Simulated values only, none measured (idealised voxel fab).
process module | voxel self aligned contacts
cross-section cut | 290 nm wide | cells 5 nm
A cross-section is a grid of square cells, given in bands from the top down. A band is one or more rows of cells.
Each band's line starts with the height of the band's top and of its bottom, in nm. Then come its materials from left to right, each with its width in nm. One material with "throughout" fills the band from edge to edge. "air" is empty space.
Height 0 is the level under which the wafer as received is all one material. The lowest band goes on downwards, as in "0 down".
A width such as "30 to 40" changes by the same amount from each row of cells to the next, from the band's top row to its bottom row.
"no change" after a step means that no cell of the cross-section changed.
closed voids: empty space of 8 cells or more with no open way to the top, each as width x height at its distance from the left edge, in nm
after a step's settings: what the simulator itself notes on the step
overlay nm, on a step with a mask: how far to the right of its planned place the mask lay; to the left if negative
plan
1 op RECEIVE | material Si
2 op CONFORMAL_DEP | material SiO2 | thk nm 5
3 op DIRECTIONAL_DEP | material polySi | thk nm 30
4 op DIRECTIONAL_DEP | material SiN | thk nm 15
5 op DIRECTIONAL_DEP | material aC | thk nm 10
6 op PATTERN | tone cover | mask id GATE | material resist | width nm 35 | pitch nm 70 | thk nm 25 | overlay nm 0
7 op DIRECTIONAL_ETCH | etch materials aC | depth nm 10
8 op STRIP | etch materials resist
9 op DIRECTIONAL_ETCH | etch materials SiN | depth nm 15
10 op DIRECTIONAL_ETCH | etch materials polySi | depth nm 20
11 op STRIP | etch materials aC
12 op CONFORMAL_DEP | material SiN | thk nm 5
13 op DIRECTIONAL_ETCH | etch materials SiN | depth nm 5
14 op FILL_DEP | material SiO2 | thk nm 15
15 op CMP | height nm 60
16 op PATTERN | tone open | mask id CONTACT | material resist | width nm 55 | thk nm 15 | overlay nm 0
17 op DIRECTIONAL_ETCH | etch materials SiO2 | depth nm 60
18 op STRIP | etch materials resist
19 op CONFORMAL_DEP | material TiN | thk nm 5
20 op FILL_DEP | material W | thk nm 10
21 op CMP | height nm 60
22 op CONFORMAL_DEP | material SiN | thk nm 5
varied across the wafers: depth nm of step 10. The plan shows the first wafer's value. All wafers start alike
first wafer as received, after step 1
  0 down: Si throughout
  closed voids: none
each wafer at the end: cells of each material gained (+) or lost (-) since it was received, then its closed voids
depth nm 20 | +128 SiN | +397 SiO2 | +27 TiN | +30 W | +172 polySi | closed voids: none
depth nm 25 | +132 SiN | +432 SiO2 | +29 TiN | +33 W | +128 polySi | closed voids: none
depth nm 30 | +136 SiN | +462 SiO2 | +33 TiN | +39 W | +84 polySi | closed voids: none
depth nm 35 | +136 SiN | +462 SiO2 | +33 TiN | +39 W | +84 polySi | closed voids: none
depth nm 40 | +136 SiN | +462 SiO2 | +33 TiN | +39 W | +84 polySi | closed voids: none
depth nm 45 | +136 SiN | +462 SiO2 | +33 TiN | +39 W | +84 polySi | closed voids: none
